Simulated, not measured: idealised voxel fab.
This is a process module. Its name is voxel self aligned contacts.
Each square cell in cross-section cut measures 5 nm, and the section as a whole is 165 nm wide.
When this document writes out a cross-section, it uses a grid of square cells and lists it as bands, beginning at the top and moving down, with a band standing for one or more rows of cells.
Per band: top height and bottom height in nm, followed by the left-to-right materials and their widths in nm; "all across" marks a single material spanning edge to edge, "air" marks empty space.
Convention: height 0 is the level below which the wafer, as received, is all one material. The lowest band does not terminate at the bottom but continues downward, represented as "0 and below".
A two-number width, for instance "30 to 40", indicates that the width is equal to the first number in the top row of the band and to the second number in the bottom row, and that it changes by a constant amount per row of cells.
Step marked "nothing was modified"? Then no cell in the cross-section changed in it.
Empty spaces counting at least 8 cells and having no open way to the top are listed in "Closed void catalog". The notation width x height at distance is used for each, the distance being from the left edge and all three values in nm.
Read whatever lies past the settings on a step's line as the simulator's own remark about the step.
The setting "overlay nm" may be written on the line of a step. When the step uses a mask, the value reports how far to the right of the planned place the mask lay, and a negative value reports that it lay to the left.
plan:
| 1 | RECEIVE: material Si |
| 2 | CONFORMAL_DEP: material SiO2, thk nm 5 |
| 3 | DIRECTIONAL_DEP: material polySi, thk nm 20 |
| 4 | DIRECTIONAL_DEP: material SiN, thk nm 20 |
| 5 | DIRECTIONAL_DEP: material aC, thk nm 15 |
| 6 | PATTERN: tone cover, mask id GATE, material resist, width nm 30, pitch nm 75, thk nm 35, overlay nm 0 |
| 7 | DIRECTIONAL_ETCH: etch materials aC, depth nm 15 |
| 8 | STRIP: etch materials resist |
| 9 | DIRECTIONAL_ETCH: etch materials SiN, depth nm 20 |
| 10 | DIRECTIONAL_ETCH: etch materials polySi, depth nm 20 |
| 11 | STRIP: etch materials aC |
| 12 | CONFORMAL_DEP: material SiN, thk nm 10 |
| 13 | DIRECTIONAL_ETCH: etch materials SiN, depth nm 10 |
| 14 | FILL_DEP: material SiO2, thk nm 15 |
| 15 | CMP: height nm 55 |
| 16 | DIRECTIONAL_DEP: material aC, thk nm 10 |
| 17 | PATTERN: tone open, mask id CONTACT, material resist, width nm 55, thk nm 30, overlay nm 0 |
| 18 | DIRECTIONAL_ETCH: etch materials aC, depth nm 10 |
| 19 | STRIP: etch materials resist |
| 20 | DIRECTIONAL_ETCH: etch materials SiO2, depth nm 55 |
| 21 | STRIP: etch materials aC |
| 22 | CONFORMAL_DEP: material TiN, thk nm 5 |
| 23 | FILL_DEP: material Ru, thk nm 10 |
| 24 | CMP: height nm 55 |
| 25 | CONFORMAL_DEP: material SiCN, thk nm 5 |
Wafer at receipt (post step 1), cross-section:
	0 and below = Si all across
	Closed void catalog: none
First of two wafers, end-of-module section, run followed plan:
	60 down to 55 = SiCN all across
	55 down to 45 = SiO2=55, TiN=5 to 20, Ru=45 to 15, TiN=5 to 20, SiO2=55
	45 down to 25 = SiO2=20, SiN=50, TiN=5, Ru=15, TiN=5, SiN=50, SiO2=20
	25 down to 5 = SiO2=20, SiN=10, polySi=30, SiN=10, TiN=5, Ru=15, TiN=5, SiN=10, polySi=30, SiN=10, SiO2=20
	5 down to 0 = SiO2=70, TiN=25, SiO2=70
	0 and below = Si all across
	Closed void catalog: none
Same start, same plan as the first wafer - but one mistake in the run. Cross-section of the second of the two at the end of the module:
	60 down to 55 = SiCN all across
	55 down to 45 = SiO2=55, TiN=5 to 10, Ru=45 to 15, TiN=5 to 30, SiO2=55
	45 down to 25 = SiO2=10, SiN=50, TiN=5, Ru=15, TiN=5, SiN=50, SiO2=30
	25 down to 5 = SiO2=10, SiN=10, polySi=30, SiN=10, TiN=5, Ru=15, TiN=5, SiN=10, polySi=30, SiN=10, SiO2=30
	5 down to 0 = SiO2=60, TiN=25, SiO2=80
	0 and below = Si all across
	Closed void catalog: none
Run error: off-plan run, step 6, actual operation and settings PATTERN: tone cover, mask id GATE, material resist, width nm 30, pitch nm 75, thk nm 35, overlay nm -10
If you tally the cells, the second wafer ends up with the same amount of every material as the first; it's all just sitting in different places.
